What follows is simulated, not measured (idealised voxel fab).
Title: Process Module voxel capacitor over wiring
The width of the displayed cross-section, cut, is 175 nm; its cells are square, with a size of 5 nm.
Square cells in a grid make up a cross-section in this document, and the grid is given as bands, listed from the top down, each one or more rows of cells.
Look at the band entry: it leads with the top's height and the bottom's height in nm. Then it lists the materials left to right, with a width in nm for each. The word "everywhere" on a single material says that material fills the band edge to edge. The word "air" is empty space.
Where do heights start? At 0: under that level the wafer as delivered is made of one material only. And the lowest band has no floor; it just carries on downward, as in "0 and below".
Quick explanation for "30->40": the width changes in equal steps down the rows of cells, from the first number in the band's top row to the second number in its bottom row.
Given "all unchanged" for a step, no cell of the cross-section differs between before and after that step.
Voids not open to the top, 8 cells minimum: see "Closed-off voids". Written width x height at distance; distance is from the left edge; nm.
Heads up: the bit after the settings on a step's line is the simulator's remark on that step.
Each step line may optionally specify "overlay nm", which for a step with a mask gives the rightward distance between the mask's planned place and where it lay, a negative value indicating the leftward direction.

# Process steps (planned)
- 1: RECEIVE with material Si
- 2: CONFORMAL_DEP with material SiO2, thk nm 15
- 3: DIRECTIONAL_DEP with material TiN, thk nm 5
- 4: DIRECTIONAL_DEP with material Ru, thk nm 20
- 5: DIRECTIONAL_DEP with material aC, thk nm 15
- 6: PATTERN with tone cover, mask id METAL_1, material resist, width nm 30, pitch nm 80, thk nm 35, overlay nm 0
- 7: DIRECTIONAL_ETCH with etch materials aC, depth nm 15
- 8: STRIP with etch materials resist
- 9: DIRECTIONAL_ETCH with etch materials Ru, depth nm 20
- 10: DIRECTIONAL_ETCH with etch materials TiN, depth nm 5
- 11: STRIP with etch materials aC
- 12: FILL_DEP with material lowk, thk nm 5
- 13: CMP with height nm 40
- 14: CONFORMAL_DEP with material SiCN, thk nm 5
- 15: DIRECTIONAL_DEP with material lowk, thk nm 20
- 16: DIRECTIONAL_DEP with material aC, thk nm 10
- 17: PATTERN with tone open, mask id PLUG_1, material resist, width nm 15, thk nm 25, overlay nm 0
- 18: DIRECTIONAL_ETCH with etch materials aC, depth nm 10
- 19: STRIP with etch materials resist
- 20: DIRECTIONAL_ETCH with etch materials lowk, depth nm 20
- 21: DIRECTIONAL_ETCH with etch materials SiCN, depth nm 5
- 22: STRIP with etch materials aC
- 23: CONFORMAL_DEP with material TiN, thk nm 5
- 24: FILL_DEP with material Ru, thk nm 5
- 25: CMP with height nm 65
- 26: DIRECTIONAL_DEP with material TiN, thk nm 10
- 27: DIRECTIONAL_DEP with material SiN, thk nm 5
- 28: DIRECTIONAL_DEP with material TiN, thk nm 10
- 29: DIRECTIONAL_DEP with material aC, thk nm 15
- 30: PATTERN with tone cover, mask id UPPER_PLATE, material resist, width nm 55, thk nm 30, overlay nm 0
- 31: DIRECTIONAL_ETCH with etch materials aC, depth nm 15
- 32: STRIP with etch materials resist
- 33: DIRECTIONAL_ETCH with etch materials TiN, depth nm 10
- 34: DIRECTIONAL_ETCH with etch materials SiN, depth nm 5
- 35: STRIP with etch materials aC
- 36: DIRECTIONAL_DEP with material aC, thk nm 10
- 37: PATTERN with tone cover, mask id LOWER_PLATE, material resist, width nm 65, thk nm 30, overlay nm 0
- 38: DIRECTIONAL_ETCH with etch materials aC, depth nm 10
- 39: STRIP with etch materials resist
- 40: DIRECTIONAL_ETCH with etch materials TiN, depth nm 10
- 41: STRIP with etch materials aC
- 42: FILL_DEP with material SiO2, thk nm 20
- 43: CMP with height nm 105
- 44: MASKED_ETCH with tone open, mask id PLUG_2, width nm 15, etch materials SiO2, depth nm 15, overlay nm 0
- 45: CONFORMAL_DEP with material TiN, thk nm 5
- 46: FILL_DEP with material Ru, thk nm 5
- 47: CMP with height nm 105
- 48: CONFORMAL_DEP with material SiCN, thk nm 5

# The following pertains to the first of two wafers, which was processed as planned

# Cross-section of the incoming wafer, state after step 1
* 0 and below: Si everywhere
* Closed-off voids: none

# Presented here is a cross-section of the wafer after step 2 has been performed
* 15 down to 0: SiO2 everywhere
* Note: structure below 0 unchanged.

# Presented here is a cross-section of the wafer after step 3 has been performed
* 20 down to 15: TiN everywhere
* Note: structure below 15 unchanged.

# Presented here is a cross-section of the wafer after step 4 has been performed
* 40 down to 20: Ru everywhere
* Note: structure below 20 unchanged.

# Presented here is a cross-section of the wafer after step 5 has been performed
* 55 down to 40: aC everywhere
* Note: structure below 40 unchanged.

# Presented here is a cross-section of the wafer after step 6 has been performed
* 90 down to 55: air (30); resist (30); air (50); resist (30); air (35)
* Note: structure below 55 unchanged.

# Presented here is a cross-section of the wafer after step 7 has been performed
* 75 down to 55: air (30); resist (30); air (50); resist (30); air (35)
* 55 down to 40: air (30); aC (30); air (50); aC (30); air (35)
* Note: structure below 40 unchanged.

# Presented here is a cross-section of the wafer after step 8 has been performed
* 55 down to 40: air (30); aC (30); air (50); aC (30); air (35)
* Note: structure below 40 unchanged.

# Presented here is a cross-section of the wafer after step 9 has been performed
* 55 down to 40: air (30); aC (30); air (50); aC (30); air (35)
* 40 down to 20: air (30); Ru (30); air (50); Ru (30); air (35)
* Note: structure below 20 unchanged.

# Presented here is a cross-section of the wafer after step 10 has been performed
* 55 down to 40: air (30); aC (30); air (50); aC (30); air (35)
* 40 down to 20: air (30); Ru (30); air (50); Ru (30); air (35)
* 20 down to 15: air (30); TiN (30); air (50); TiN (30); air (35)
* Note: structure below 15 unchanged.

# Presented here is a cross-section of the wafer after step 11 has been performed
* 40 down to 20: air (30); Ru (30); air (50); Ru (30); air (35)
* Note: structure below 20 unchanged.

# Presented here is a cross-section of the wafer after step 12 has been performed
* 45 down to 40: lowk everywhere
* 40 down to 20: lowk (30); Ru (30); lowk (50); Ru (30); lowk (35)
* 20 down to 15: lowk (30); TiN (30); lowk (50); TiN (30); lowk (35)
* Note: structure below 15 unchanged.

# Presented here is a cross-section of the wafer after step 13 has been performed
* 40 down to 20: lowk (30); Ru (30); lowk (50); Ru (30); lowk (35)
* Note: structure below 20 unchanged.

# Presented here is a cross-section of the wafer after step 14 has been performed
* 45 down to 40: SiCN everywhere
* Note: structure below 40 unchanged.

# Presented here is a cross-section of the wafer after step 15 has been performed
* 65 down to 45: lowk everywhere
* Note: structure below 45 unchanged.

# Presented here is a cross-section of the wafer after step 16 has been performed
* 75 down to 65: aC everywhere
* Note: structure below 65 unchanged.

# Presented here is a cross-section of the wafer after step 17 has been performed
* 100 down to 75: resist (45); air (15); resist (115)
* Note: structure below 75 unchanged.

# Presented here is a cross-section of the wafer after step 18 has been performed
* 90 down to 75: resist (45); air (15); resist (115)
* 75 down to 65: aC (45); air (15); aC (115)
* Note: structure below 65 unchanged.

# Presented here is a cross-section of the wafer after step 19 has been performed
* 75 down to 65: aC (45); air (15); aC (115)
* Note: structure below 65 unchanged.

# Presented here is a cross-section of the wafer after step 20 has been performed
* 75 down to 65: aC (45); air (15); aC (115)
* 65 down to 45: lowk (45); air (15); lowk (115)
* Note: structure below 45 unchanged.

# Presented here is a cross-section of the wafer after step 21 has been performed
* 75 down to 65: aC (45); air (15); aC (115)
* 65 down to 45: lowk (45); air (15); lowk (115)
* 45 down to 40: SiCN (45); air (15); SiCN (115)
* Note: structure below 40 unchanged.

# Presented here is a cross-section of the wafer after step 22 has been performed
* 65 down to 45: lowk (45); air (15); lowk (115)
* Note: structure below 45 unchanged.

# Presented here is a cross-section of the wafer after step 23 has been performed
* 70 down to 65: TiN (50); air (5); TiN (120)
* 65 down to 45: lowk (45); TiN (5); air (5); TiN (5); lowk (115)
* 45 down to 40: SiCN (45); TiN (15); SiCN (115)
* Note: structure below 40 unchanged.

# Presented here is a cross-section of the wafer after step 24 has been performed
* 75 down to 70: Ru everywhere
* 70 down to 65: TiN (50); Ru (5); TiN (120)
* 65 down to 45: lowk (45); TiN (5); Ru (5); TiN (5); lowk (115)
* Note: structure below 45 unchanged.

# Presented here is a cross-section of the wafer after step 25 has been performed
* 65 down to 45: lowk (45); TiN (5); Ru (5); TiN (5); lowk (115)
* Note: structure below 45 unchanged.

# Presented here is a cross-section of the wafer after step 26 has been performed
* 75 down to 65: TiN everywhere
* Note: structure below 65 unchanged.

# Presented here is a cross-section of the wafer after step 27 has been performed
* 80 down to 75: SiN everywhere
* Note: structure below 75 unchanged.

# Presented here is a cross-section of the wafer after step 28 has been performed
* 90 down to 80: TiN everywhere
* Note: structure below 80 unchanged.

# Presented here is a cross-section of the wafer after step 29 has been performed
* 105 down to 90: aC everywhere
* Note: structure below 90 unchanged.

# Presented here is a cross-section of the wafer after step 30 has been performed
* 135 down to 105: air (45); resist (55); air (75)
* Note: structure below 105 unchanged.

# Presented here is a cross-section of the wafer after step 31 has been performed
* 120 down to 105: air (45); resist (55); air (75)
* 105 down to 90: air (45); aC (55); air (75)
* Note: structure below 90 unchanged.

# Presented here is a cross-section of the wafer after step 32 has been performed
* 105 down to 90: air (45); aC (55); air (75)
* Note: structure below 90 unchanged.

# Presented here is a cross-section of the wafer after step 33 has been performed
* 105 down to 90: air (45); aC (55); air (75)
* 90 down to 80: air (45); TiN (55); air (75)
* Note: structure below 80 unchanged.

# Presented here is a cross-section of the wafer after step 34 has been performed
* 105 down to 90: air (45); aC (55); air (75)
* 90 down to 80: air (45); TiN (55); air (75)
* 80 down to 75: air (45); SiN (55); air (75)
* Note: structure below 75 unchanged.

# Presented here is a cross-section of the wafer after step 35 has been performed
* 90 down to 80: air (45); TiN (55); air (75)
* Note: structure below 80 unchanged.

# Presented here is a cross-section of the wafer after step 36 has been performed
* 100 down to 90: air (45); aC (55); air (75)
* 90 down to 85: air (45); TiN (55); air (75)
* 85 down to 80: aC (45); TiN (55); aC (75)
* 80 down to 75: aC (45); SiN (55); aC (75)
* Note: structure below 75 unchanged.

# Presented here is a cross-section of the wafer after step 37 has been performed
* 130 down to 100: air (40); resist (65); air (70)
* 100 down to 90: air (40); resist (5); aC (55); resist (5); air (70)
* 90 down to 85: air (40); resist (5); TiN (55); resist (5); air (70)
* Note: structure below 85 unchanged.

# Presented here is a cross-section of the wafer after step 38 has been performed
* 120 down to 100: air (40); resist (65); air (70)
* 100 down to 90: air (40); resist (5); aC (55); resist (5); air (70)
* 90 down to 85: air (40); resist (5); TiN (55); resist (5); air (70)
* 85 down to 80: air (40); aC (5); TiN (55); aC (5); air (70)
* 80 down to 75: air (40); aC (5); SiN (55); aC (5); air (70)
* Note: structure below 75 unchanged.

# Presented here is a cross-section of the wafer after step 39 has been performed
* 100 down to 90: air (45); aC (55); air (75)
* 90 down to 85: air (45); TiN (55); air (75)
* Note: structure below 85 unchanged.

# Presented here is a cross-section of the wafer after step 40 has been performed
* 100 down to 90: air (45); aC (55); air (75)
* 90 down to 85: air (45); TiN (55); air (75)
* 85 down to 80: air (40); aC (5); TiN (55); aC (5); air (70)
* 80 down to 75: air (40); aC (5); SiN (55); aC (5); air (70)
* 75 down to 65: air (40); TiN (65); air (70)
* Note: structure below 65 unchanged.

# Presented here is a cross-section of the wafer after step 41 has been performed
* 90 down to 80: air (45); TiN (55); air (75)
* 80 down to 75: air (45); SiN (55); air (75)
* Note: structure below 75 unchanged.

# Presented here is a cross-section of the wafer after step 42 has been performed
* 110 down to 90: SiO2 everywhere
* 90 down to 80: SiO2 (45); TiN (55); SiO2 (75)
* 80 down to 75: SiO2 (45); SiN (55); SiO2 (75)
* 75 down to 65: SiO2 (40); TiN (65); SiO2 (70)
* Note: structure below 65 unchanged.

# Presented here is a cross-section of the wafer after step 43 has been performed
* 105 down to 90: SiO2 everywhere
* Note: structure below 90 unchanged.

# Presented here is a cross-section of the wafer after step 44 has been performed
* 105 down to 90: SiO2 (55); air (15); SiO2 (105)
* Note: structure below 90 unchanged.

# Presented here is a cross-section of the wafer after step 45 has been performed
* 110 down to 105: TiN (60); air (5); TiN (110)
* 105 down to 95: SiO2 (55); TiN (5); air (5); TiN (5); SiO2 (105)
* 95 down to 90: SiO2 (55); TiN (15); SiO2 (105)
* Note: structure below 90 unchanged.

# Presented here is a cross-section of the wafer after step 46 has been performed
* 115 down to 110: Ru everywhere
* 110 down to 105: TiN (60); Ru (5); TiN (110)
* 105 down to 95: SiO2 (55); TiN (5); Ru (5); TiN (5); SiO2 (105)
* Note: structure below 95 unchanged.

# Presented here is a cross-section of the wafer after step 47 has been performed
* 105 down to 95: SiO2 (55); TiN (5); Ru (5); TiN (5); SiO2 (105)
* Note: structure below 95 unchanged.

# Presented here is a cross-section of the wafer after step 48 has been performed
* 110 down to 105: SiCN everywhere
* Note: structure below 105 unchanged.

# Second of two: same start, same plan, one run error; steps up to and including 39 match the first

# Cross-sectional representation of the second wafer at the time designated in the plan for the completion of step 40
* 100 down to 90: air (45); aC (55); air (75)
* 90 down to 85: air (45); TiN (55); air (75)
* 85 down to 80: air (40); aC (5); TiN (55); aC (5); air (70)
* 80 down to 75: air (40); aC (5); SiN (55); aC (5); air (70)
* 75 down to 70: air (40); TiN (65); air (70)
* Note: structure below 70 unchanged.

# Cross-sectional representation of the second wafer at the time designated in the plan for the completion of step 41
* 90 down to 80: air (45); TiN (55); air (75)
* 80 down to 75: air (45); SiN (55); air (75)
* Note: structure below 75 unchanged.

# Cross-sectional representation of the second wafer at the time designated in the plan for the completion of step 42
* 110 down to 90: SiO2 everywhere
* 90 down to 80: SiO2 (45); TiN (55); SiO2 (75)
* 80 down to 75: SiO2 (45); SiN (55); SiO2 (75)
* 75 down to 70: SiO2 (40); TiN (65); SiO2 (70)
* Note: structure below 70 unchanged.

# Cross-sectional representation of the second wafer at the time designated in the plan for the completion of step 43
* 105 down to 90: SiO2 everywhere
* Note: structure below 90 unchanged.

# Cross-sectional representation of the second wafer at the time designated in the plan for the completion of step 44
* 105 down to 90: SiO2 (55); air (15); SiO2 (105)
* Note: structure below 90 unchanged.

# Cross-sectional representation of the second wafer at the time designated in the plan for the completion of step 45
* 110 down to 105: TiN (60); air (5); TiN (110)
* 105 down to 95: SiO2 (55); TiN (5); air (5); TiN (5); SiO2 (105)
* 95 down to 90: SiO2 (55); TiN (15); SiO2 (105)
* Note: structure below 90 unchanged.

# Cross-sectional representation of the second wafer at the time designated in the plan for the completion of step 46
* 115 down to 110: Ru everywhere
* 110 down to 105: TiN (60); Ru (5); TiN (110)
* 105 down to 95: SiO2 (55); TiN (5); Ru (5); TiN (5); SiO2 (105)
* Note: structure below 95 unchanged.

# Cross-sectional representation of the second wafer at the time designated in the plan for the completion of step 47
* 105 down to 95: SiO2 (55); TiN (5); Ru (5); TiN (5); SiO2 (105)
* Note: structure below 95 unchanged.

# Cross-sectional representation of the second wafer at the time designated in the plan for the completion of step 48
* 110 down to 105: SiCN everywhere
* Note: structure below 105 unchanged.
In executing the process, a mistake was made relative to the plan: step 40: run off-plan, actual operation and settings DIRECTIONAL_ETCH with etch materials TiN, depth nm 5
Final tally in cells, some materials are higher or lower on the second wafer than on the first: SiO2 -22; TiN +22
